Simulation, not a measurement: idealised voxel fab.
This section sets out a process module, namely voxel fin reveal.
Xsec cut, 255 nm wide, square cell size 5 nm.
Format of a cross-section: grid, square cells. Given as bands. Order: top down. Band: one or more rows of cells. For a band, the entry starts with two heights in nm, that of the top and then that of the bottom, and carries on with the band's materials in order from left to right, each alongside its width in nm; the word "full width" beside a single material means it fills the band edge to edge, and "blank" means empty space. The reference from which all heights are counted is 0, the level beneath which the as-received wafer is entirely one material; the lowest band, having no lower bound, proceeds downward and is written after the example "0 -> down". A two-number width, for instance "30->40", indicates that the width is equal to the first number in the top row of the band and to the second number in the bottom row, and that it changes by a constant amount per row of cells. Take "changes: none" at face value: in the step it is given for, the cross-section changed in none of its cells. In the "Completely sealed voids" entry, you get each enclosed empty space of 8 cells or more, one with no open way to the top, written width x height at distance, distance from the left edge, in nm. Step line, after settings: the simulator's comment on this step. overlay nm: mask right of planned place by this much (step with mask). Neg. = left.
THE FOLLOWING LIST GIVES THE PLANNED PROCESS STEPS
1: RECEIVE, material Si
2: CONFORMAL_DEP, material SiN, thk nm 5
3: DIRECTIONAL_DEP, material aC, thk nm 10
4: PATTERN, tone cover, mask id FINS, material resist, width nm 15, pitch nm 35, thk nm 25, overlay nm 0
5: DIRECTIONAL_ETCH, etch materials aC, depth nm 10
6: STRIP, etch materials resist
7: DIRECTIONAL_ETCH, etch materials SiN, depth nm 5
8: DIRECTIONAL_ETCH, etch materials Si, depth nm 30
9: STRIP, etch materials aC
10: FILL_DEP, material SiO2, thk nm 15
11: CMP, height nm 5
12: SELECTIVE_ETCH, etch materials SiO2, depth nm 15
13: STRIP, etch materials SiN
14: CONFORMAL_DEP, material HfO2, thk nm 5
CROSS-SECTION, INCOMING MATERIAL, AFTER STEP 1
	0 -> down = Si full width
	Completely sealed voids: none
THE FIRST OF TWO WAFERS, CROSS-SECTIONED AT THE END OF THE MODULE, WITH THE RUN PROCEEDING AS PLANNED
	5 -> 0 = blank=80 | HfO2=25 | blank=10 | HfO2=25 | blank=10 | HfO2=25 | blank=80
	0 -> -5 = blank=80 | HfO2=5 | Si=15 | HfO2=5 | blank=10 | HfO2=5 | Si=15 | HfO2=5 | blank=10 | HfO2=5 | Si=15 | HfO2=5 | blank=80
	-5 -> -10 = HfO2=85 | Si=15 | HfO2=20 | Si=15 | HfO2=20 | Si=15 | HfO2=85
	-10 -> -30 = SiO2=85 | Si=15 | SiO2=20 | Si=15 | SiO2=20 | Si=15 | SiO2=85
	-30 -> down = Si full width
	Completely sealed voids: none
CROSS-SECTION OF THE LATTER OF THE TWO WAFERS AT MODULE COMPLETION. IT HAD AN IDENTICAL START AND AN IDENTICAL PLAN TO THE FORMER; IN RUNNING IT, ONE MISTAKE WAS MADE
	5 -> 0 = blank=80 | HfO2=25 | blank=10 | HfO2=25 | blank=10 | HfO2=25 | blank=80
	0 -> -5 = blank=80 | HfO2=5 | Si=15 | HfO2=5 | blank=10 | HfO2=5 | Si=15 | HfO2=5 | blank=10 | HfO2=5 | Si=15 | HfO2=5 | blank=80
	-5 -> -10 = HfO2=75 | blank=5 | HfO2=5 | Si=15 | HfO2=5 | blank=10 | HfO2=5 | Si=15 | HfO2=5 | blank=10 | HfO2=5 | Si=15 | HfO2=5 | blank=5 | HfO2=75
	-10 -> -15 = SiO2=70 | HfO2=15 | Si=15 | HfO2=20 | Si=15 | HfO2=20 | Si=15 | HfO2=15 | SiO2=70
	-15 -> -30 = SiO2=85 | Si=15 | SiO2=20 | Si=15 | SiO2=20 | Si=15 | SiO2=85
	-30 -> down = Si full width
	Completely sealed voids: none
Heads up, the wafer didn't run the way we planned it: order of steps 12 and 13 inverted relative to the plan
Heads up, by the end the second wafer has more or fewer cells of some materials compared to the first: 8 more of HfO2; 14 fewer of SiO2
